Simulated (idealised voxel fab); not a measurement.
process module | voxel local oxidation
cross-section cut | 205 nm wide | cells 5 nm
A cross-section is a grid of square cells, given in bands from the top down. A band is one or more rows of cells.
Each band's line starts with the height of the band's top and of its bottom, in nm. Then come its materials from left to right, each with its width in nm. One material with "throughout" fills the band from edge to edge. "air" is empty space.
Height 0 is the level under which the wafer as received is all one material. The lowest band goes on downwards, as in "0 down".
A width such as "30 to 40" changes by the same amount from each row of cells to the next, from the band's top row to its bottom row.
"no change" after a step means that no cell of the cross-section changed.
closed voids: empty space of 8 cells or more with no open way to the top, each as width x height at its distance from the left edge, in nm
after a step's settings: what the simulator itself notes on the step
overlay nm, on a step with a mask: how far to the right of its planned place the mask lay; to the left if negative
plan
1 op RECEIVE | material Si
2 op OXIDIZE | depth nm 5
3 op CONFORMAL_DEP | material SiN | thk nm 10
4 op MASKED_ETCH | tone cover | mask id ACTIVE | width nm 100 | etch materials SiN | depth nm 10 | overlay nm -15
5 op SELECTIVE_ETCH | etch materials SiO2 | depth nm 5
6 op OXIDIZE | depth nm 10
7 op STRIP | etch materials SiN
varied across the wafers: overlay nm of step 4. The plan shows the first wafer's value. All wafers start alike
first wafer as received, after step 1
  0 down: Si throughout
  closed voids: none
each wafer at the end: cells of each material gained (+) or lost (-) since it was received, then its closed voids
overlay nm -15 | -95 Si | +72 SiO2 | closed voids: none
overlay nm -10 | -95 Si | +72 SiO2 | closed voids: none
overlay nm -5 | -95 Si | +72 SiO2 | closed voids: none
overlay nm 0 | -95 Si | +72 SiO2 | closed voids: none
overlay nm 5 | -95 Si | +72 SiO2 | closed voids: none
overlay nm 10 | -95 Si | +72 SiO2 | closed voids: none
overlay nm 15 | -95 Si | +72 SiO2 | closed voids: none
